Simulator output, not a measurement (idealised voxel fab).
Process module name: voxel self aligned vias
Section shown: cut. Width: 200 nm. Cell size: 5 nm, square.
A cross-section is a grid of square cells, given in bands from the top down. A band is one or more rows of cells. What a band's entry tells you: where the top is and where the bottom is, as heights in nm, and after that what lies inside, material by material from left to right, each with its width in nm. Empty space is written as the word "empty", and a single material marked with the word "throughout" occupies the band from edge to edge. It should be noted that heights are counted from 0, beneath which the wafer as supplied is of one material throughout, and that the lowest band possesses no lower boundary but continues downward, as written in "z 0 and below". A width given as "30->40" starts at the first number in the band's top row and ends at the second number in its bottom row, shifting by an equal amount at every step from row to row. Given "left unchanged" for a step, no cell of the cross-section differs between before and after that step. "Encapsulated voids": empty spaces of 8 cells or more with no open way to the top, each given as width x height at distance, distance from the left edge, all in nm. On each step's line, the part that comes after the settings is the simulator's own comment on the step. "overlay nm" on a masked step: distance the mask lay right of its planned place, negative for left.
SO HERE'S THE LINEUP OF PROCESS STEPS WE PLANNED
1) RECEIVE | material Si
2) CONFORMAL_DEP | material SiO2 | thk nm 10
3) CONFORMAL_DEP | material SiCN | thk nm 5
4) DIRECTIONAL_DEP | material lowk | thk nm 30
5) DIRECTIONAL_DEP | material aC | thk nm 15
6) PATTERN | tone open | mask id LINES | material resist | width nm 20 | pitch nm 60 | thk nm 35 | overlay nm 0
7) DIRECTIONAL_ETCH | etch materials aC | depth nm 15
8) STRIP | etch materials resist
9) DIRECTIONAL_ETCH | etch materials lowk | depth nm 30
10) STRIP | etch materials aC
11) CONFORMAL_DEP | material TiN | thk nm 5
12) FILL_DEP | material W | thk nm 5
13) CMP | height nm 45
14) SELECTIVE_ETCH | etch materials W Ru TiN | depth nm 10
15) FILL_DEP | material SiN | thk nm 10
16) CMP | height nm 45
17) DIRECTIONAL_DEP | material lowk | thk nm 20
18) DIRECTIONAL_DEP | material aC | thk nm 10
19) PATTERN | tone open | mask id VIAS | material resist | width nm 30 | thk nm 25 | overlay nm 0
20) DIRECTIONAL_ETCH | etch materials aC | depth nm 10
21) STRIP | etch materials resist
22) DIRECTIONAL_ETCH | etch materials lowk | depth nm 20
23) DIRECTIONAL_ETCH | etch materials SiN | depth nm 10
24) STRIP | etch materials aC
25) CONFORMAL_DEP | material TiN | thk nm 5
26) FILL_DEP | material Ru | thk nm 5
27) CMP | height nm 65
28) CONFORMAL_DEP | material SiN | thk nm 5
THE FIRST OF TWO WAFERS, RUN AS PLANNED
AS RECEIVED (POST STEP 1): CROSS-SECTION
z 0 and below = Si throughout
Encapsulated voids: none
YOU'RE LOOKING AT A CROSS-SECTION OF THE WAFER AFTER STEP 2
z 10 to 0 = SiO2 throughout
below 0: unchanged
YOU'RE LOOKING AT A CROSS-SECTION OF THE WAFER AFTER STEP 3
z 15 to 10 = SiCN throughout
below 10: unchanged
YOU'RE LOOKING AT A CROSS-SECTION OF THE WAFER AFTER STEP 4
z 45 to 15 = lowk throughout
below 15: unchanged
YOU'RE LOOKING AT A CROSS-SECTION OF THE WAFER AFTER STEP 5
z 60 to 45 = aC throughout
below 45: unchanged
YOU'RE LOOKING AT A CROSS-SECTION OF THE WAFER AFTER STEP 6
z 95 to 60 = resist 60 nm, then empty 20 nm, then resist 40 nm, then empty 20 nm, then resist 60 nm
below 60: unchanged
YOU'RE LOOKING AT A CROSS-SECTION OF THE WAFER AFTER STEP 7
z 80 to 60 = resist 60 nm, then empty 20 nm, then resist 40 nm, then empty 20 nm, then resist 60 nm
z 60 to 45 = aC 60 nm, then empty 20 nm, then aC 40 nm, then empty 20 nm, then aC 60 nm
below 45: unchanged
YOU'RE LOOKING AT A CROSS-SECTION OF THE WAFER AFTER STEP 8
z 60 to 45 = aC 60 nm, then empty 20 nm, then aC 40 nm, then empty 20 nm, then aC 60 nm
below 45: unchanged
YOU'RE LOOKING AT A CROSS-SECTION OF THE WAFER AFTER STEP 9
z 60 to 45 = aC 60 nm, then empty 20 nm, then aC 40 nm, then empty 20 nm, then aC 60 nm
z 45 to 15 = lowk 60 nm, then empty 20 nm, then lowk 40 nm, then empty 20 nm, then lowk 60 nm
below 15: unchanged
YOU'RE LOOKING AT A CROSS-SECTION OF THE WAFER AFTER STEP 10
z 45 to 15 = lowk 60 nm, then empty 20 nm, then lowk 40 nm, then empty 20 nm, then lowk 60 nm
below 15: unchanged
YOU'RE LOOKING AT A CROSS-SECTION OF THE WAFER AFTER STEP 11
z 50 to 45 = TiN 65 nm, then empty 10 nm, then TiN 50 nm, then empty 10 nm, then TiN 65 nm
z 45 to 20 = lowk 60 nm, then TiN 5 nm, then empty 10 nm, then TiN 5 nm, then lowk 40 nm, then TiN 5 nm, then empty 10 nm, then TiN 5 nm, then lowk 60 nm
z 20 to 15 = lowk 60 nm, then TiN 20 nm, then lowk 40 nm, then TiN 20 nm, then lowk 60 nm
below 15: unchanged
YOU'RE LOOKING AT A CROSS-SECTION OF THE WAFER AFTER STEP 12
z 55 to 50 = W throughout
z 50 to 45 = TiN 65 nm, then W 10 nm, then TiN 50 nm, then W 10 nm, then TiN 65 nm
z 45 to 20 = lowk 60 nm, then TiN 5 nm, then W 10 nm, then TiN 5 nm, then lowk 40 nm, then TiN 5 nm, then W 10 nm, then TiN 5 nm, then lowk 60 nm
below 20: unchanged
YOU'RE LOOKING AT A CROSS-SECTION OF THE WAFER AFTER STEP 13
z 45 to 20 = lowk 60 nm, then TiN 5 nm, then W 10 nm, then TiN 5 nm, then lowk 40 nm, then TiN 5 nm, then W 10 nm, then TiN 5 nm, then lowk 60 nm
below 20: unchanged
YOU'RE LOOKING AT A CROSS-SECTION OF THE WAFER AFTER STEP 14
z 45 to 35 = lowk 60 nm, then empty 20 nm, then lowk 40 nm, then empty 20 nm, then lowk 60 nm
below 35: unchanged
YOU'RE LOOKING AT A CROSS-SECTION OF THE WAFER AFTER STEP 15
z 55 to 45 = SiN throughout
z 45 to 35 = lowk 60 nm, then SiN 20 nm, then lowk 40 nm, then SiN 20 nm, then lowk 60 nm
below 35: unchanged
YOU'RE LOOKING AT A CROSS-SECTION OF THE WAFER AFTER STEP 16
z 45 to 35 = lowk 60 nm, then SiN 20 nm, then lowk 40 nm, then SiN 20 nm, then lowk 60 nm
below 35: unchanged
YOU'RE LOOKING AT A CROSS-SECTION OF THE WAFER AFTER STEP 17
z 65 to 45 = lowk throughout
below 45: unchanged
YOU'RE LOOKING AT A CROSS-SECTION OF THE WAFER AFTER STEP 18
z 75 to 65 = aC throughout
below 65: unchanged
YOU'RE LOOKING AT A CROSS-SECTION OF THE WAFER AFTER STEP 19
z 100 to 75 = resist 55 nm, then empty 30 nm, then resist 115 nm
below 75: unchanged
YOU'RE LOOKING AT A CROSS-SECTION OF THE WAFER AFTER STEP 20
z 90 to 75 = resist 55 nm, then empty 30 nm, then resist 115 nm
z 75 to 65 = aC 55 nm, then empty 30 nm, then aC 115 nm
below 65: unchanged
YOU'RE LOOKING AT A CROSS-SECTION OF THE WAFER AFTER STEP 21
z 75 to 65 = aC 55 nm, then empty 30 nm, then aC 115 nm
below 65: unchanged
YOU'RE LOOKING AT A CROSS-SECTION OF THE WAFER AFTER STEP 22
z 75 to 65 = aC 55 nm, then empty 30 nm, then aC 115 nm
z 65 to 45 = lowk 55 nm, then empty 30 nm, then lowk 115 nm
below 45: unchanged
YOU'RE LOOKING AT A CROSS-SECTION OF THE WAFER AFTER STEP 23
z 75 to 65 = aC 55 nm, then empty 30 nm, then aC 115 nm
z 65 to 45 = lowk 55 nm, then empty 30 nm, then lowk 115 nm
z 45 to 35 = lowk 60 nm, then empty 20 nm, then lowk 40 nm, then SiN 20 nm, then lowk 60 nm
below 35: unchanged
YOU'RE LOOKING AT A CROSS-SECTION OF THE WAFER AFTER STEP 24
z 65 to 45 = lowk 55 nm, then empty 30 nm, then lowk 115 nm
below 45: unchanged
YOU'RE LOOKING AT A CROSS-SECTION OF THE WAFER AFTER STEP 25
z 70 to 65 = TiN 60 nm, then empty 20 nm, then TiN 120 nm
z 65 to 50 = lowk 55 nm, then TiN 5 nm, then empty 20 nm, then TiN 5 nm, then lowk 115 nm
z 50 to 45 = lowk 55 nm, then TiN 10 nm, then empty 10 nm, then TiN 10 nm, then lowk 115 nm
z 45 to 40 = lowk 60 nm, then TiN 5 nm, then empty 10 nm, then TiN 5 nm, then lowk 40 nm, then SiN 20 nm, then lowk 60 nm
z 40 to 35 = lowk 60 nm, then TiN 20 nm, then lowk 40 nm, then SiN 20 nm, then lowk 60 nm
below 35: unchanged
YOU'RE LOOKING AT A CROSS-SECTION OF THE WAFER AFTER STEP 26
z 75 to 70 = Ru throughout
z 70 to 65 = TiN 60 nm, then Ru 20 nm, then TiN 120 nm
z 65 to 50 = lowk 55 nm, then TiN 5 nm, then Ru 20 nm, then TiN 5 nm, then lowk 115 nm
z 50 to 45 = lowk 55 nm, then TiN 10 nm, then Ru 10 nm, then TiN 10 nm, then lowk 115 nm
z 45 to 40 = lowk 60 nm, then TiN 5 nm, then Ru 10 nm, then TiN 5 nm, then lowk 40 nm, then SiN 20 nm, then lowk 60 nm
below 40: unchanged
YOU'RE LOOKING AT A CROSS-SECTION OF THE WAFER AFTER STEP 27
z 65 to 50 = lowk 55 nm, then TiN 5 nm, then Ru 20 nm, then TiN 5 nm, then lowk 115 nm
below 50: unchanged
YOU'RE LOOKING AT A CROSS-SECTION OF THE WAFER AFTER STEP 28
z 70 to 65 = SiN throughout
below 65: unchanged
REGARDING THE SECOND OF THE TWO WAFERS: IT SHARED THE FIRST WAFER'S STARTING CONDITION AND PROCESS PLAN, YET ONE ERROR OCCURRED DURING ITS EXECUTION. ITS HISTORY COINCIDES WITH THAT OF THE FIRST WAFER UP TO AND INCLUDING STEP 5
SECOND WAFER SHOWN IN CROSS-SECTION AT THE TIME STEP 6 WAS SLATED TO END
z 95 to 60 = empty 60 nm, then resist 20 nm, then empty 40 nm, then resist 20 nm, then empty 60 nm
below 60: unchanged
SECOND WAFER SHOWN IN CROSS-SECTION AT THE TIME STEP 7 WAS SLATED TO END
z 80 to 60 = empty 60 nm, then resist 20 nm, then empty 40 nm, then resist 20 nm, then empty 60 nm
z 60 to 45 = empty 60 nm, then aC 20 nm, then empty 40 nm, then aC 20 nm, then empty 60 nm
below 45: unchanged
SECOND WAFER SHOWN IN CROSS-SECTION AT THE TIME STEP 8 WAS SLATED TO END
z 60 to 45 = empty 60 nm, then aC 20 nm, then empty 40 nm, then aC 20 nm, then empty 60 nm
below 45: unchanged
SECOND WAFER SHOWN IN CROSS-SECTION AT THE TIME STEP 9 WAS SLATED TO END
z 60 to 45 = empty 60 nm, then aC 20 nm, then empty 40 nm, then aC 20 nm, then empty 60 nm
z 45 to 15 = empty 60 nm, then lowk 20 nm, then empty 40 nm, then lowk 20 nm, then empty 60 nm
below 15: unchanged
SECOND WAFER SHOWN IN CROSS-SECTION AT THE TIME STEP 10 WAS SLATED TO END
z 45 to 15 = empty 60 nm, then lowk 20 nm, then empty 40 nm, then lowk 20 nm, then empty 60 nm
below 15: unchanged
SECOND WAFER SHOWN IN CROSS-SECTION AT THE TIME STEP 11 WAS SLATED TO END
z 50 to 45 = empty 55 nm, then TiN 30 nm, then empty 30 nm, then TiN 30 nm, then empty 55 nm
z 45 to 20 = empty 55 nm, then TiN 5 nm, then lowk 20 nm, then TiN 5 nm, then empty 30 nm, then TiN 5 nm, then lowk 20 nm, then TiN 5 nm, then empty 55 nm
z 20 to 15 = TiN 60 nm, then lowk 20 nm, then TiN 40 nm, then lowk 20 nm, then TiN 60 nm
below 15: unchanged
SECOND WAFER SHOWN IN CROSS-SECTION AT THE TIME STEP 12 WAS SLATED TO END
z 55 to 50 = W throughout
z 50 to 45 = W 55 nm, then TiN 30 nm, then W 30 nm, then TiN 30 nm, then W 55 nm
z 45 to 20 = W 55 nm, then TiN 5 nm, then lowk 20 nm, then TiN 5 nm, then W 30 nm, then TiN 5 nm, then lowk 20 nm, then TiN 5 nm, then W 55 nm
below 20: unchanged
SECOND WAFER SHOWN IN CROSS-SECTION AT THE TIME STEP 13 WAS SLATED TO END
z 45 to 20 = W 55 nm, then TiN 5 nm, then lowk 20 nm, then TiN 5 nm, then W 30 nm, then TiN 5 nm, then lowk 20 nm, then TiN 5 nm, then W 55 nm
below 20: unchanged
SECOND WAFER SHOWN IN CROSS-SECTION AT THE TIME STEP 14 WAS SLATED TO END
z 45 to 35 = empty 60 nm, then lowk 20 nm, then empty 40 nm, then lowk 20 nm, then empty 60 nm
below 35: unchanged
SECOND WAFER SHOWN IN CROSS-SECTION AT THE TIME STEP 15 WAS SLATED TO END
z 55 to 45 = SiN throughout
z 45 to 35 = SiN 60 nm, then lowk 20 nm, then SiN 40 nm, then lowk 20 nm, then SiN 60 nm
below 35: unchanged
SECOND WAFER SHOWN IN CROSS-SECTION AT THE TIME STEP 16 WAS SLATED TO END
z 45 to 35 = SiN 60 nm, then lowk 20 nm, then SiN 40 nm, then lowk 20 nm, then SiN 60 nm
below 35: unchanged
SECOND WAFER SHOWN IN CROSS-SECTION AT THE TIME STEP 17 WAS SLATED TO END
z 65 to 45 = lowk throughout
below 45: unchanged
SECOND WAFER SHOWN IN CROSS-SECTION AT THE TIME STEP 18 WAS SLATED TO END
z 75 to 65 = aC throughout
below 65: unchanged
SECOND WAFER SHOWN IN CROSS-SECTION AT THE TIME STEP 19 WAS SLATED TO END
z 100 to 75 = resist 55 nm, then empty 30 nm, then resist 115 nm
below 75: unchanged
SECOND WAFER SHOWN IN CROSS-SECTION AT THE TIME STEP 20 WAS SLATED TO END
z 90 to 75 = resist 55 nm, then empty 30 nm, then resist 115 nm
z 75 to 65 = aC 55 nm, then empty 30 nm, then aC 115 nm
below 65: unchanged
SECOND WAFER SHOWN IN CROSS-SECTION AT THE TIME STEP 21 WAS SLATED TO END
z 75 to 65 = aC 55 nm, then empty 30 nm, then aC 115 nm
below 65: unchanged
SECOND WAFER SHOWN IN CROSS-SECTION AT THE TIME STEP 22 WAS SLATED TO END
z 75 to 65 = aC 55 nm, then empty 30 nm, then aC 115 nm
z 65 to 45 = lowk 55 nm, then empty 30 nm, then lowk 115 nm
below 45: unchanged
SECOND WAFER SHOWN IN CROSS-SECTION AT THE TIME STEP 23 WAS SLATED TO END
z 75 to 65 = aC 55 nm, then empty 30 nm, then aC 115 nm
z 65 to 45 = lowk 55 nm, then empty 30 nm, then lowk 115 nm
z 45 to 35 = SiN 55 nm, then empty 5 nm, then lowk 20 nm, then empty 5 nm, then SiN 35 nm, then lowk 20 nm, then SiN 60 nm
below 35: unchanged
SECOND WAFER SHOWN IN CROSS-SECTION AT THE TIME STEP 24 WAS SLATED TO END
z 65 to 45 = lowk 55 nm, then empty 30 nm, then lowk 115 nm
below 45: unchanged
SECOND WAFER SHOWN IN CROSS-SECTION AT THE TIME STEP 25 WAS SLATED TO END
z 70 to 65 = TiN 60 nm, then empty 20 nm, then TiN 120 nm
z 65 to 50 = lowk 55 nm, then TiN 5 nm, then empty 20 nm, then TiN 5 nm, then lowk 115 nm
z 50 to 45 = lowk 55 nm, then TiN 30 nm, then lowk 115 nm
z 45 to 35 = SiN 55 nm, then TiN 5 nm, then lowk 20 nm, then TiN 5 nm, then SiN 35 nm, then lowk 20 nm, then SiN 60 nm
below 35: unchanged
SECOND WAFER SHOWN IN CROSS-SECTION AT THE TIME STEP 26 WAS SLATED TO END
z 75 to 70 = Ru throughout
z 70 to 65 = TiN 60 nm, then Ru 20 nm, then TiN 120 nm
z 65 to 50 = lowk 55 nm, then TiN 5 nm, then Ru 20 nm, then TiN 5 nm, then lowk 115 nm
below 50: unchanged
SECOND WAFER SHOWN IN CROSS-SECTION AT THE TIME STEP 27 WAS SLATED TO END
z 65 to 50 = lowk 55 nm, then TiN 5 nm, then Ru 20 nm, then TiN 5 nm, then lowk 115 nm
below 50: unchanged
SECOND WAFER SHOWN IN CROSS-SECTION AT THE TIME STEP 28 WAS SLATED TO END
z 70 to 65 = SiN throughout
below 65: unchanged
Nonconformance to the process plan: step 6 did not happen as planned, as run it was PATTERN | tone cover | mask id LINES | material resist | width nm 20 | pitch nm 60 | thk nm 35 | overlay nm 0
At the finish, the second wafer shows more or fewer cells for some materials than the first does: Ru: 4 fewer | SiN: 52 more | TiN: 24 more | W: 72 more | lowk: 144 fewer
